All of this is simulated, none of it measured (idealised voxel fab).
process module | voxel released beams
cross-section cut | 165 nm wide | cells 5 nm
A cross-section is a grid of square cells, given in bands from the top down. A band is one or more rows of cells.
Each band's line starts with the height of the band's top and of its bottom, in nm. Then come its materials from left to right, each with its width in nm. One material with "throughout" fills the band from edge to edge. "air" is empty space.
Height 0 is the level under which the wafer as received is all one material. The lowest band goes on downwards, as in "0 down".
A width such as "30 to 40" changes by the same amount from each row of cells to the next, from the band's top row to its bottom row.
"no change" after a step means that no cell of the cross-section changed.
closed voids: empty space of 8 cells or more with no open way to the top, each as width x height at its distance from the left edge, in nm
after a step's settings: what the simulator itself notes on the step
overlay nm, on a step with a mask: how far to the right of its planned place the mask lay; to the left if negative
plan
1 op RECEIVE | material Si
2 op CONFORMAL_DEP | material SiN | thk nm 10
3 op DIRECTIONAL_DEP | material SiO2 | thk nm 20
4 op DIRECTIONAL_DEP | material aC | thk nm 15
5 op PATTERN | tone open | mask id ANCHOR | material resist | width nm 35 | thk nm 30 | overlay nm 0
6 op DIRECTIONAL_ETCH | etch materials aC | depth nm 15
7 op STRIP | etch materials resist
8 op DIRECTIONAL_ETCH | etch materials SiO2 | depth nm 20
9 op STRIP | etch materials aC
10 op CONFORMAL_DEP | material polySi | thk nm 15
11 op DIRECTIONAL_DEP | material aC | thk nm 15
12 op PATTERN | tone cover | mask id BEAM | material resist | width nm 95 | thk nm 35 | overlay nm 0
13 op DIRECTIONAL_ETCH | etch materials aC | depth nm 15
14 op STRIP | etch materials resist
15 op DIRECTIONAL_ETCH | etch materials polySi | depth nm 15
16 op STRIP | etch materials aC
17 op STRIP | etch materials SiO2
first wafer, as planned
as received, after step 1
  0 down: Si throughout
  closed voids: none
after step 2
  10 to 0: SiN throughout
  below 0: unchanged
after step 3
  30 to 10: SiO2 throughout
  below 10: unchanged
after step 4
  45 to 30: aC throughout
  below 30: unchanged
after step 5
  75 to 45: resist 35 | air 35 | resist 95
  below 45: unchanged
after step 6
  60 to 45: resist 35 | air 35 | resist 95
  45 to 30: aC 35 | air 35 | aC 95
  below 30: unchanged
after step 7
  45 to 30: aC 35 | air 35 | aC 95
  below 30: unchanged
after step 8
  45 to 30: aC 35 | air 35 | aC 95
  30 to 10: SiO2 35 | air 35 | SiO2 95
  below 10: unchanged
after step 9
  30 to 10: SiO2 35 | air 35 | SiO2 95
  below 10: unchanged
after step 10
  45 to 30: polySi 50 | air 5 | polySi 110
  30 to 25: SiO2 35 | polySi 15 | air 5 | polySi 15 | SiO2 95
  25 to 10: SiO2 35 | polySi 35 | SiO2 95
  below 10: unchanged
after step 11
  60 to 45: aC 50 | air 5 | aC 110
  45 to 40: polySi 50 | air 5 | polySi 110
  40 to 30: polySi 50 | aC 5 | polySi 110
  30 to 25: SiO2 35 | polySi 15 | aC 5 | polySi 15 | SiO2 95
  below 25: unchanged
after step 12
  95 to 60: air 30 | resist 95 | air 40
  60 to 45: aC 50 | resist 5 | aC 110
  45 to 40: polySi 50 | resist 5 | polySi 110
  below 40: unchanged
after step 13
  80 to 60: air 30 | resist 95 | air 40
  60 to 45: air 30 | aC 20 | resist 5 | aC 70 | air 40
  below 45: unchanged
after step 14
  60 to 45: air 30 | aC 20 | air 5 | aC 70 | air 40
  45 to 40: polySi 50 | air 5 | polySi 110
  below 40: unchanged
after step 15
  60 to 45: air 30 | aC 20 | air 5 | aC 70 | air 40
  45 to 40: air 30 | polySi 20 | air 5 | polySi 70 | air 40
  40 to 30: air 30 | polySi 20 | aC 5 | polySi 70 | air 40
  below 30: unchanged
after step 16
  45 to 30: air 30 | polySi 20 | air 5 | polySi 70 | air 40
  30 to 25: SiO2 35 | polySi 15 | air 5 | polySi 15 | SiO2 95
  below 25: unchanged
after step 17
  45 to 30: air 30 | polySi 20 | air 5 | polySi 70 | air 40
  30 to 25: air 35 | polySi 15 | air 5 | polySi 15 | air 95
  25 to 10: air 35 | polySi 35 | air 95
  below 10: unchanged
second wafer: like start, like plan, one mistake. Through step 2 it matches the first wafer
when step 3 should have ended
  20 to 10: SiO2 throughout
  below 10: unchanged
when step 4 should have ended
  35 to 20: aC throughout
  below 20: unchanged
when step 5 should have ended
  65 to 35: resist 35 | air 35 | resist 95
  below 35: unchanged
when step 6 should have ended
  50 to 35: resist 35 | air 35 | resist 95
  35 to 20: aC 35 | air 35 | aC 95
  below 20: unchanged
when step 7 should have ended
  35 to 20: aC 35 | air 35 | aC 95
  below 20: unchanged
when step 8 should have ended
  35 to 20: aC 35 | air 35 | aC 95
  20 to 10: SiO2 35 | air 35 | SiO2 95
  below 10: unchanged
when step 9 should have ended
  20 to 10: SiO2 35 | air 35 | SiO2 95
  below 10: unchanged
when step 10 should have ended
  35 to 25: polySi 50 | air 5 | polySi 110
  25 to 20: polySi throughout
  20 to 10: SiO2 35 | polySi 35 | SiO2 95
  below 10: unchanged
when step 11 should have ended
  50 to 40: aC 50 | air 5 | aC 110
  40 to 35: aC throughout
  35 to 25: polySi 50 | aC 5 | polySi 110
  below 25: unchanged
when step 12 should have ended
  85 to 50: air 30 | resist 95 | air 40
  50 to 40: aC 50 | resist 5 | aC 110
  below 40: unchanged
when step 13 should have ended
  70 to 50: air 30 | resist 95 | air 40
  50 to 40: air 30 | aC 20 | resist 5 | aC 70 | air 40
  40 to 35: air 30 | aC 95 | air 40
  below 35: unchanged
when step 14 should have ended
  50 to 40: air 30 | aC 20 | air 5 | aC 70 | air 40
  below 40: unchanged
when step 15 should have ended
  50 to 40: air 30 | aC 20 | air 5 | aC 70 | air 40
  40 to 35: air 30 | aC 95 | air 40
  35 to 25: air 30 | polySi 20 | aC 5 | polySi 70 | air 40
  25 to 20: air 30 | polySi 95 | air 40
  below 20: unchanged
when step 16 should have ended
  35 to 25: air 30 | polySi 20 | air 5 | polySi 70 | air 40
  below 25: unchanged
when step 17 should have ended
  35 to 25: air 30 | polySi 20 | air 5 | polySi 70 | air 40
  25 to 20: air 30 | polySi 95 | air 40
  20 to 10: air 35 | polySi 35 | air 95
  below 10: unchanged
what went wrong: step 3 ran as: op DIRECTIONAL_DEP | material SiO2 | thk nm 10
at the end the second wafer has, in cells: 12 fewer of polySi
